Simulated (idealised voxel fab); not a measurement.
Proc. module: voxel lift off
Square cells of 5 nm make up the cross-section cut, whose width is 155 nm.
Format of a cross-section: grid, square cells. Given as bands. Order: top down. Band: one or more rows of cells. For a band, the entry starts with two heights in nm, that of the top and then that of the bottom, and carries on with the band's materials in order from left to right, each alongside its width in nm; the word "everywhere" beside a single material means it fills the band edge to edge, and "blank" means empty space. Height 0 is the level under which the wafer as received is all one material. The lowest band goes on downwards, as in "0 nm and below". Top row gets the first number, bottom row gets the second, and each row in between changes by the same step: that is how a band width like "30..40" works. The cross-section has no changed cell in any step marked "nothing altered". Look at "Encapsulated voids" for the closed voids: empty spaces with no open path to the top, sized 8 cells or up. Each is width x height at distance, distance from the left edge, all nm. The remark found on a step's line after its settings is issued by the simulator itself and pertains to that step. overlay nm: step with mask; distance mask lay right of planned place; negative value = left of planned place.
These are the steps we planned for the process:
1. op RECEIVE | material Si
2. op CONFORMAL_DEP | material SiN | thk nm 10
3. op PATTERN | tone open | mask id LINES | material resist | width nm 15 | pitch nm 35 | thk nm 25 | overlay nm 0
4. op DIRECTIONAL_DEP | material Ru | thk nm 15
5. op STRIP | etch materials resist
6. op CONFORMAL_DEP | material SiCN | thk nm 10
Cross-section of the wafer upon arrival, representing the state reached after step 1:
> 0 nm and below | Si everywhere
> Encapsulated voids: none
Starting structure and process plan are as shown above, but one mistake was made in running the module; the wafer cross-section at the end of the module follows:
> 25 nm to 20 nm | blank (5) / SiCN (140) / blank (10)
> 20 nm to 15 nm | SiCN everywhere
> 15 nm to 10 nm | SiCN (15) / Ru (15) / SiCN (20) / Ru (15) / SiCN (20) / Ru (15) / SiCN (20) / Ru (15) / SiCN (20)
> 10 nm to 0 nm | SiN everywhere
> 0 nm and below | Si everywhere
> Encapsulated voids: none
What broke from the plan during processing? heads up, step 4 didn't go per plan, it actually ran as op DIRECTIONAL_DEP | material Ru | thk nm 5
